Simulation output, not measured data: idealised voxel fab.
Process module in this document: voxel double patterning
We display cut, a cross-section 230 nm in width whose square cells are each 5 nm.
Cross-section layout: square cells on a grid; listed as bands, top to bottom; a band spans one or more cell rows. In this notation a band is specified by the heights of its top and bottom, in that order and in nm, after which its materials appear from left to right, each paired with its width in nm. The word "all across" attached to a single material means that material fills the band from edge to edge; the word "empty" stands for empty space. Measure heights from 0. That's the level where, below it, the as-received wafer is all one material. The lowest band is bottomless and extends downward; write it as in "0 -> down". When a width is written as two numbers, as in "30->40", the first number is the width in the top row of cells of the band and the second is the width in its bottom row, and the width changes by the same amount from each row to the next. "everything unchanged" for a step: no cell of the cross-section changed in that step. The list in "Encapsulated voids" covers empty spaces of 8 cells or more that cannot reach the top through any open way, and it gives each as width x height at distance; the distance is from the left edge, and width, height and distance are in nm. That trailing text on a step's line, after the settings, is the simulator's own remark on the step. What "overlay nm" on a step's line means: if the step has a mask, that mask lay this far to the right of its planned place, or, when the value is negative, to the left.

Process steps (planned):
| 1 | RECEIVE: material Si |
| 2 | CONFORMAL_DEP: material SiO2, thk nm 5 |
| 3 | DIRECTIONAL_DEP: material TiN, thk nm 10 |
| 4 | DIRECTIONAL_DEP: material SiN, thk nm 5 |
| 5 | MASKED_ETCH: tone open, mask id FIRST, width nm 15, pitch nm 50, etch materials SiN, depth nm 5, overlay nm 0 |
| 6 | MASKED_ETCH: tone open, mask id SECOND, width nm 15, etch materials SiN, depth nm 5, overlay nm 0 |
| 7 | DIRECTIONAL_ETCH: etch materials TiN, depth nm 10 |
| 8 | STRIP: etch materials SiN |

The first of two wafers, run as planned:

Cross-section, incoming material, after step 1:
  0 -> down = Si all across
  Encapsulated voids: none

Upon completion of step 2, the wafer appears in cross-section as shown:
  5 -> 0 = SiO2 all across
  Beneath the level 0, the cross-section is identical to its previous state.

Upon completion of step 3, the wafer appears in cross-section as shown:
  15 -> 5 = TiN all across
  Beneath the level 5, the cross-section is identical to its previous state.

Upon completion of step 4, the wafer appears in cross-section as shown:
  20 -> 15 = SiN all across
  Beneath the level 15, the cross-section is identical to its previous state.

Upon completion of step 5, the wafer appears in cross-section as shown:
  20 -> 15 = 80 SiN  15 empty  35 SiN  15 empty  85 SiN
  Beneath the level 15, the cross-section is identical to its previous state.

Upon completion of step 6, the wafer appears in cross-section as shown:
  20 -> 15 = 80 SiN  15 empty  10 SiN  15 empty  10 SiN  15 empty  85 SiN
  Beneath the level 15, the cross-section is identical to its previous state.

Upon completion of step 7, the wafer appears in cross-section as shown:
  20 -> 15 = 80 SiN  15 empty  10 SiN  15 empty  10 SiN  15 empty  85 SiN
  15 -> 5 = 80 TiN  15 empty  10 TiN  15 empty  10 TiN  15 empty  85 TiN
  Beneath the level 5, the cross-section is identical to its previous state.

Upon completion of step 8, the wafer appears in cross-section as shown:
  15 -> 5 = 80 TiN  15 empty  10 TiN  15 empty  10 TiN  15 empty  85 TiN
  Beneath the level 5, the cross-section is identical to its previous state.

Wafer two. Identical start, identical plan. One mistake in execution. Identical history through step 1:

Cross-section of the second wafer when, according to plan, step 2 should have finished:
  10 -> 0 = TiN all across
  Beneath the level 0, the cross-section is identical to its previous state.

Cross-section of the second wafer when, according to plan, step 3 should have finished:
  15 -> 10 = SiO2 all across
  Beneath the level 10, the cross-section is identical to its previous state.

Cross-section of the second wafer when, according to plan, step 4 should have finished:
  20 -> 15 = SiN all across
  Beneath the level 15, the cross-section is identical to its previous state.

Cross-section of the second wafer when, according to plan, step 5 should have finished:
  20 -> 15 = 80 SiN  15 empty  35 SiN  15 empty  85 SiN
  Beneath the level 15, the cross-section is identical to its previous state.

Cross-section of the second wafer when, according to plan, step 6 should have finished:
  20 -> 15 = 80 SiN  15 empty  10 SiN  15 empty  10 SiN  15 empty  85 SiN
  Beneath the level 15, the cross-section is identical to its previous state.

Cross-section of the second wafer when, according to plan, step 7 should have finished: everything unchanged

Cross-section of the second wafer when, according to plan, step 8 should have finished:
  15 -> 10 = SiO2 all across
  Beneath the level 10, the cross-section is identical to its previous state.
Processing error: note: step 2 <-> step 3, run order reversed vs plan
The second wafer ends with more or fewer cells of some materials than the first, per final count: TiN: 18 more
